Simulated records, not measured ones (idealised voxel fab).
process module | voxel gate over fins
cross-section cut | 270 nm wide | cells 5 nm
A cross-section is a grid of square cells, given in bands from the top down. A band is one or more rows of cells.
Each band's line starts with the height of the band's top and of its bottom, in nm. Then come its materials from left to right, each with its width in nm. One material with "throughout" fills the band from edge to edge. "air" is empty space.
Height 0 is the level under which the wafer as received is all one material. The lowest band goes on downwards, as in "0 down".
A width such as "30 to 40" changes by the same amount from each row of cells to the next, from the band's top row to its bottom row.
"no change" after a step means that no cell of the cross-section changed.
closed voids: empty space of 8 cells or more with no open way to the top, each as width x height at its distance from the left edge, in nm
after a step's settings: what the simulator itself notes on the step
overlay nm, on a step with a mask: how far to the right of its planned place the mask lay; to the left if negative
plan
1 op RECEIVE | material Si
2 op CONFORMAL_DEP | material SiN | thk nm 5
3 op DIRECTIONAL_DEP | material aC | thk nm 10
4 op PATTERN | tone cover | mask id FINS | material resist | width nm 15 | pitch nm 50 | thk nm 30 | overlay nm 0
5 op DIRECTIONAL_ETCH | etch materials aC | depth nm 10
6 op STRIP | etch materials resist
7 op DIRECTIONAL_ETCH | etch materials SiN | depth nm 5
8 op DIRECTIONAL_ETCH | etch materials Si | depth nm 40
9 op STRIP | etch materials aC
10 op FILL_DEP | material SiO2 | thk nm 5
11 op CMP | height nm 5
12 op PATTERN | tone open | mask id RAIL | material resist | width nm 15 | thk nm 20 | overlay nm 0
13 op DIRECTIONAL_ETCH | etch materials SiO2 | depth nm 40
14 op STRIP | etch materials resist
15 op CONFORMAL_DEP | material TiN | thk nm 5
16 op FILL_DEP | material W | thk nm 5
17 op CMP | height nm 5
18 op SELECTIVE_ETCH | etch materials W Ru TiN | depth nm 20
19 op FILL_DEP | material SiO2 | thk nm 5
20 op CMP | height nm 5
21 op SELECTIVE_ETCH | etch materials SiO2 | depth nm 15
22 op STRIP | etch materials SiN
23 op CONFORMAL_DEP | material HfO2 | thk nm 5
24 op CONFORMAL_DEP | material TiN | thk nm 5
25 op FILL_DEP | material W | thk nm 10
26 op CMP | height nm 15
27 op CONFORMAL_DEP | material SiCN | thk nm 5
as received, after step 1
  0 down: Si throughout
  closed voids: none
first wafer at the end, as planned
  20 to 15: SiCN throughout
  15 to 10: W throughout
  10 to 5: W 90 | TiN 35 | W 15 | TiN 35 | W 95
  5 to 0: W 90 | TiN 5 | HfO2 25 | TiN 5 | W 15 | TiN 5 | HfO2 25 | TiN 5 | W 95
  0 to -5: TiN 95 | HfO2 5 | Si 15 | HfO2 5 | TiN 25 | HfO2 5 | Si 15 | HfO2 5 | TiN 100
  -5 to -10: HfO2 100 | Si 15 | HfO2 35 | Si 15 | HfO2 105
  -10 to -15: SiO2 100 | Si 15 | SiO2 35 | Si 15 | SiO2 105
  -15 to -30: SiO2 100 | Si 15 | SiO2 10 | TiN 5 | W 5 | TiN 5 | SiO2 10 | Si 15 | SiO2 105
  -30 to -35: SiO2 100 | Si 15 | SiO2 10 | TiN 15 | SiO2 10 | Si 15 | SiO2 105
  -35 to -40: SiO2 100 | Si 15 | SiO2 35 | Si 15 | SiO2 105
  -40 down: Si throughout
  closed voids: none
second wafer at the end: like start, like plan, one mistake
  20 to 15: SiCN throughout
  15 to 5: W throughout
  5 to 0: W 95 | TiN 25 | W 25 | TiN 25 | W 100
  0 to -5: W 95 | TiN 5 | Si 15 | TiN 5 | W 25 | TiN 5 | Si 15 | TiN 5 | W 100
  -5 to -10: TiN 100 | Si 15 | TiN 35 | Si 15 | TiN 105
  -10 to -15: SiO2 100 | Si 15 | SiO2 35 | Si 15 | SiO2 105
  -15 to -30: SiO2 100 | Si 15 | SiO2 10 | TiN 5 | W 5 | TiN 5 | SiO2 10 | Si 15 | SiO2 105
  -30 to -35: SiO2 100 | Si 15 | SiO2 10 | TiN 15 | SiO2 10 | Si 15 | SiO2 105
  -35 to -40: SiO2 100 | Si 15 | SiO2 35 | Si 15 | SiO2 105
  -40 down: Si throughout
  closed voids: none
what went wrong: step 23 was left out
at the end the second wafer has, in cells: 62 fewer of HfO2 | 62 more of W
